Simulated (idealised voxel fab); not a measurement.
process module | voxel gate over fins
cross-section cut | 230 nm wide | cells 5 nm
A cross-section is a grid of square cells, given in bands from the top down. A band is one or more rows of cells.
Each band's line starts with the height of the band's top and of its bottom, in nm. Then come its materials from left to right, each with its width in nm. One material with "throughout" fills the band from edge to edge. "air" is empty space.
Height 0 is the level under which the wafer as received is all one material. The lowest band goes on downwards, as in "0 down".
A width such as "30 to 40" changes by the same amount from each row of cells to the next, from the band's top row to its bottom row.
"no change" after a step means that no cell of the cross-section changed.
closed voids: empty space of 8 cells or more with no open way to the top, each as width x height at its distance from the left edge, in nm
after a step's settings: what the simulator itself notes on the step
overlay nm, on a step with a mask: how far to the right of its planned place the mask lay; to the left if negative
plan
1 op RECEIVE | material Si
2 op CONFORMAL_DEP | material SiN | thk nm 10
3 op PATTERN | tone cover | mask id FINS | material resist | width nm 15 | pitch nm 40 | thk nm 15 | overlay nm 0
4 op DIRECTIONAL_ETCH | etch materials SiN | depth nm 10
5 op DIRECTIONAL_ETCH | etch materials Si | depth nm 35
6 op STRIP | etch materials resist
7 op FILL_DEP | material SiO2 | thk nm 5
8 op CMP | height nm 0
9 op SELECTIVE_ETCH | etch materials SiO2 | depth nm 20
10 op STRIP | etch materials SiN
11 op CONFORMAL_DEP | material HfO2 | thk nm 5
12 op CONFORMAL_DEP | material TiN | thk nm 5
13 op CONFORMAL_DEP | material TiAl | thk nm 5
14 op CONFORMAL_DEP | material TiN | thk nm 5
15 op FILL_DEP | material W | thk nm 15
16 op CMP | height nm 30
17 op CONFORMAL_DEP | material SiCN | thk nm 5
varied across the wafers: height nm of step 8. The plan shows the first wafer's value. All wafers start alike
first wafer as received, after step 1
  0 down: Si throughout
  closed voids: none
first wafer at the end, after step 17
  35 to 30: SiCN throughout
  30 to 20: W throughout
  20 to 15: W 45 | TiN 135 | W 50
  15 to 10: W 45 | TiN 5 | TiAl 125 | TiN 5 | W 50
  10 to 5: W 45 | TiN 5 | TiAl 5 | TiN 35 | TiAl 5 | TiN 35 | TiAl 5 | TiN 35 | TiAl 5 | TiN 5 | W 50
  5 to 0: W 45 | TiN 5 | TiAl 5 | TiN 5 | HfO2 25 | TiN 5 | TiAl 5 | TiN 5 | HfO2 25 | TiN 5 | TiAl 5 | TiN 5 | HfO2 25 | TiN 5 | TiAl 5 | TiN 5 | W 50
  0 to -5: TiN 50 | TiAl 5 | TiN 5 | HfO2 5 | Si 15 | HfO2 5 | TiN 5 | TiAl 5 | TiN 5 | HfO2 5 | Si 15 | HfO2 5 | TiN 5 | TiAl 5 | TiN 5 | HfO2 5 | Si 15 | HfO2 5 | TiN 5 | TiAl 5 | TiN 55
  -5 to -10: TiAl 55 | TiN 5 | HfO2 5 | Si 15 | HfO2 5 | TiN 5 | TiAl 5 | TiN 5 | HfO2 5 | Si 15 | HfO2 5 | TiN 5 | TiAl 5 | TiN 5 | HfO2 5 | Si 15 | HfO2 5 | TiN 5 | TiAl 60
  -10 to -15: TiN 60 | HfO2 5 | Si 15 | HfO2 5 | TiN 15 | HfO2 5 | Si 15 | HfO2 5 | TiN 15 | HfO2 5 | Si 15 | HfO2 5 | TiN 65
  -15 to -20: HfO2 65 | Si 15 | HfO2 25 | Si 15 | HfO2 25 | Si 15 | HfO2 70
  -20 to -35: SiO2 65 | Si 15 | SiO2 25 | Si 15 | SiO2 25 | Si 15 | SiO2 70
  -35 down: Si throughout
  closed voids: none
last wafer at the end
  35 to 30: SiCN throughout
  30 to 20: W throughout
  20 to 15: W 45 | TiN 135 | W 50
  15 to 10: TiN 50 | TiAl 125 | TiN 55
  10 to 5: TiAl 55 | TiN 35 | TiAl 5 | TiN 35 | TiAl 5 | TiN 35 | TiAl 60
  5 to 0: TiN 60 | HfO2 25 | TiN 15 | HfO2 25 | TiN 15 | HfO2 25 | TiN 65
  0 to -5: HfO2 65 | Si 15 | HfO2 25 | Si 15 | HfO2 25 | Si 15 | HfO2 70
  -5 to -35: SiO2 65 | Si 15 | SiO2 25 | Si 15 | SiO2 25 | Si 15 | SiO2 70
  -35 down: Si throughout
  closed voids: none
each wafer at the end: cells of each material gained (+) or lost (-) since it was received, then its closed voids
height nm 0 | +70 HfO2 | -259 Si | +46 SiCN | +111 SiO2 | +62 TiAl | +124 TiN | +168 W | closed voids: none
height nm 5 | +64 HfO2 | -259 Si | +46 SiCN | +148 SiO2 | +58 TiAl | +116 TiN | +149 W | closed voids: none
height nm 10 | +58 HfO2 | -259 Si | +46 SiCN | +185 SiO2 | +54 TiAl | +108 TiN | +130 W | closed voids: none
height nm 15 | +52 HfO2 | -259 Si | +46 SiCN | +222 SiO2 | +50 TiAl | +100 TiN | +111 W | closed voids: none
